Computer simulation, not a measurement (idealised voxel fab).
voxel ribs on slabs: a process module
It is cross-section cut that appears here, measuring 260 nm in width, its square cells being 5 nm in size.
When this document writes out a cross-section, it uses a grid of square cells and lists it as bands, beginning at the top and moving down, with a band standing for one or more rows of cells.
Look at the band entry: it leads with the top's height and the bottom's height in nm. Then it lists the materials left to right, with a width in nm for each. The word "throughout" on a single material says that material fills the band edge to edge. The word "empty" is empty space.
All heights in this document are referenced to 0, defined as the level beneath which the wafer, as received, consists entirely of one material. The lowest band is not bounded below; it extends indefinitely downward and is written in the form "0 and below".
Quick explanation for "30->40": the width changes in equal steps down the rows of cells, from the first number in the band's top row to the second number in its bottom row.
Reading "nothing changed" for a step: not a cell of the cross-section changed in it.
Heads up: "Internal closed voids" only lists the empty pockets with no open path to the top that are 8 cells or more, and it writes them as width x height at distance, distance from the left edge, in nm.
Note: text after step settings on the step line = simulator remark on that step.
overlay nm: mask offset rightward from planned place, masked step; negative means leftward offset.
**These are the steps we planned for the process**
| 1 | RECEIVE,material Si |
| 2 | DIRECTIONAL_DEP,material SiO2,thk nm 25 |
| 3 | DIRECTIONAL_DEP,material SiN,thk nm 20 |
| 4 | MASKED_ETCH,tone cover,mask id RIB,width nm 30,etch materials SiN,depth nm 5,overlay nm 0 |
| 5 | DIRECTIONAL_DEP,material aC,thk nm 10 |
| 6 | PATTERN,tone cover,mask id SLAB,material resist,width nm 80,thk nm 25,overlay nm 0 |
| 7 | DIRECTIONAL_ETCH,etch materials aC,depth nm 10 |
| 8 | STRIP,etch materials resist |
| 9 | DIRECTIONAL_ETCH,etch materials SiN,depth nm 15 |
| 10 | STRIP,etch materials aC |
| 11 | FILL_DEP,material SiO2,thk nm 20 |
| 12 | CMP,height nm 55 |
| 13 | DIRECTIONAL_DEP,material W,thk nm 10 |
| 14 | MASKED_ETCH,tone cover,mask id HEATER,width nm 40,etch materials W,depth nm 10,overlay nm 0 |
| 15 | CONFORMAL_DEP,material SiN,thk nm 5 |
**First out of two wafers; run went to plan**
**Cross-sectional view of the wafer in its as-received condition, corresponding to the state after step 1**
- 0 and below = Si throughout
- Internal closed voids: none
**after step 2**
- 25 down to 0 = SiO2 throughout
- Beneath the level 0, the cross-section is identical to its previous state.
**after step 3**
- 45 down to 25 = SiN throughout
- Beneath the level 25, the cross-section is identical to its previous state.
**after step 4**
- 45 down to 40 = 115 nm empty, then 30 nm SiN, then 115 nm empty
- Beneath the level 40, the cross-section is identical to its previous state.
**after step 5**
- 55 down to 50 = 115 nm empty, then 30 nm aC, then 115 nm empty
- 50 down to 45 = aC throughout
- 45 down to 40 = 115 nm aC, then 30 nm SiN, then 115 nm aC
- Beneath the level 40, the cross-section is identical to its previous state.
**after step 6**
- 80 down to 55 = 90 nm empty, then 80 nm resist, then 90 nm empty
- 55 down to 50 = 90 nm empty, then 25 nm resist, then 30 nm aC, then 25 nm resist, then 90 nm empty
- Beneath the level 50, the cross-section is identical to its previous state.
**after step 7**
- 70 down to 55 = 90 nm empty, then 80 nm resist, then 90 nm empty
- 55 down to 50 = 90 nm empty, then 25 nm resist, then 30 nm aC, then 25 nm resist, then 90 nm empty
- 50 down to 45 = 90 nm empty, then 80 nm aC, then 90 nm empty
- 45 down to 40 = 90 nm empty, then 25 nm aC, then 30 nm SiN, then 25 nm aC, then 90 nm empty
- Beneath the level 40, the cross-section is identical to its previous state.
**after step 8**
- 55 down to 45 = 115->90 nm empty, then 30->80 nm aC, then 115->90 nm empty
- Beneath the level 45, the cross-section is identical to its previous state.
**after step 9**
- 55 down to 45 = 115->90 nm empty, then 30->80 nm aC, then 115->90 nm empty
- 45 down to 40 = 90 nm empty, then 25 nm aC, then 30 nm SiN, then 25 nm aC, then 90 nm empty
- 40 down to 25 = 90 nm empty, then 80 nm SiN, then 90 nm empty
- Beneath the level 25, the cross-section is identical to its previous state.
**after step 10**
- 45 down to 40 = 115 nm empty, then 30 nm SiN, then 115 nm empty
- Beneath the level 40, the cross-section is identical to its previous state.
**after step 11**
- 65 down to 45 = SiO2 throughout
- 45 down to 40 = 115 nm SiO2, then 30 nm SiN, then 115 nm SiO2
- 40 down to 25 = 90 nm SiO2, then 80 nm SiN, then 90 nm SiO2
- Beneath the level 25, the cross-section is identical to its previous state.
**after step 12**
- 55 down to 45 = SiO2 throughout
- Beneath the level 45, the cross-section is identical to its previous state.
**after step 13**
- 65 down to 55 = W throughout
- Beneath the level 55, the cross-section is identical to its previous state.
**after step 14**
- 65 down to 55 = 110 nm empty, then 40 nm W, then 110 nm empty
- Beneath the level 55, the cross-section is identical to its previous state.
**after step 15**
- 70 down to 65 = 105 nm empty, then 50 nm SiN, then 105 nm empty
- 65 down to 60 = 105 nm empty, then 5 nm SiN, then 40 nm W, then 5 nm SiN, then 105 nm empty
- 60 down to 55 = 110 nm SiN, then 40 nm W, then 110 nm SiN
- Beneath the level 55, the cross-section is identical to its previous state.
**Wafer two of the pair: same origin, same plan, one error during the run; identical to wafer one up to and including step 12**
**Cross-section, second wafer, at the end time the plan gives for step 13**
- 65 down to 55 = SiN throughout
- Beneath the level 55, the cross-section is identical to its previous state.
Cross-section, second wafer, at the end time the plan gives for step 14: nothing changed
**Cross-section, second wafer, at the end time the plan gives for step 15**
- 70 down to 55 = SiN throughout
- Beneath the level 55, the cross-section is identical to its previous state.
Run error: rather than as planned, step 13 actually ran as DIRECTIONAL_DEP,material SiN,thk nm 10
Final comparison by cell count, materials where the second wafer has more or fewer than the first: +100 SiN; -16 W
